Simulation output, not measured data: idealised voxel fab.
This section sets out a process module, namely voxel self aligned contacts.
FYI the section here is cut, 205 nm wide, cells are 5 nm squares.
We lay out every cross-section as a grid of square cells and spell it out in bands from the top down, where one band means one or more rows of cells. Quick guide to a band line: top height, bottom height (nm) up front; then every material left to right with its width in nm. Only one material and it's marked "edge to edge"? Then it fills the band edge to edge. And "empty" just means empty space. Height datum 0, below which the as-received substrate wafer is one material. Lowest band open at the bottom, running downward: "top 0, no bottom". The two numbers in a width such as "30->40" mark its ends across the band: the first belongs to the top row of cells, the second to the bottom row, and from each row to the next the width moves by the same amount. Reading "changes: none" for a step: not a cell of the cross-section changed in it. The entry titled "Closed empty spaces" provides the empty spaces that have no open way to the top, restricted to those of 8 cells or more. Each is presented as width x height at distance, the distance being measured from the left edge, with all three in nm. Note: text after step settings on the step line = simulator remark on that step. The optional step-line setting "overlay nm" applies to steps with a mask and quantifies how far to the right of its planned location the mask lay, a negative value indicating leftward placement.
### This section lists the process steps that were planned
1 op RECEIVE | material Si
2 op OXIDIZE | depth nm 5
3 op DIRECTIONAL_DEP | material polySi | thk nm 20
4 op DIRECTIONAL_DEP | material SiN | thk nm 25
5 op MASKED_ETCH | tone cover | mask id GATE | width nm 30 | pitch nm 65 | etch materials SiN | depth nm 25 | overlay nm 0
6 op MASKED_ETCH | tone cover | mask id GATE | width nm 30 | pitch nm 65 | etch materials polySi | depth nm 20 | overlay nm 0
7 op CONFORMAL_DEP | material SiN | thk nm 10
8 op DIRECTIONAL_ETCH | etch materials SiN | depth nm 10
9 op FILL_DEP | material SiO2 | thk nm 20
10 op CMP | height nm 55
11 op DIRECTIONAL_DEP | material aC | thk nm 15
12 op PATTERN | tone open | mask id CONTACT | material resist | width nm 45 | thk nm 30 | overlay nm 0
13 op DIRECTIONAL_ETCH | etch materials aC | depth nm 15
14 op STRIP | etch materials resist
15 op DIRECTIONAL_ETCH | etch materials SiO2 | depth nm 60
16 op STRIP | etch materials aC
17 op CONFORMAL_DEP | material TiN | thk nm 5
18 op FILL_DEP | material Ru | thk nm 5
19 op CMP | height nm 55
20 op CONFORMAL_DEP | material SiCN | thk nm 5
### Step 1 complete: cross-section of the wafer as received
    top 0, no bottom  Si edge to edge
    Closed empty spaces: none
### The first of the two wafers as seen in cross-section once the module was finished; processing followed the plan
    top 60, bottom 55  SiCN edge to edge
    top 55, bottom 45  SiO2 80 / TiN 5->20 / Ru 35->5 / TiN 5->20 / SiO2 80
    top 45, bottom 20  SiO2 45 / SiN 50 / TiN 5 / Ru 5 / TiN 5 / SiN 50 / SiO2 45
    top 20, bottom 0  SiO2 45 / SiN 10 / polySi 30 / SiN 10 / TiN 5 / Ru 5 / TiN 5 / SiN 10 / polySi 30 / SiN 10 / SiO2 45
    top 0, bottom -5  SiO2 95 / TiN 15 / SiO2 95
    top -5, no bottom  Si edge to edge
    Closed empty spaces: none
### Wafer two, sectioned after the module: the first wafer's start, the first wafer's plan, and one mistake in how it was run
    top 60, bottom 55  SiCN edge to edge
    top 55, bottom 45  SiO2 80 / TiN 5->20 / Ru 35->5 / TiN 5->20 / SiO2 80
    top 45, bottom 20  SiO2 45 / SiN 50 / TiN 5 / Ru 5 / TiN 5 / SiN 50 / SiO2 45
    top 20, bottom 15  SiO2 95 / TiN 15 / SiO2 95
    top 15, bottom 0  polySi edge to edge
    top 0, no bottom  Si edge to edge
    Closed empty spaces: none
Nonconformance to the process plan: it was found that steps 2 and 3 of the process plan had been performed in exchanged positions
In the final state, the cell counts of the second wafer exceed or fall short of those of the first for the following materials: 4 fewer of Ru, 41 more of Si, 32 fewer of SiN, 72 fewer of SiO2, 8 fewer of TiN, 75 more of polySi
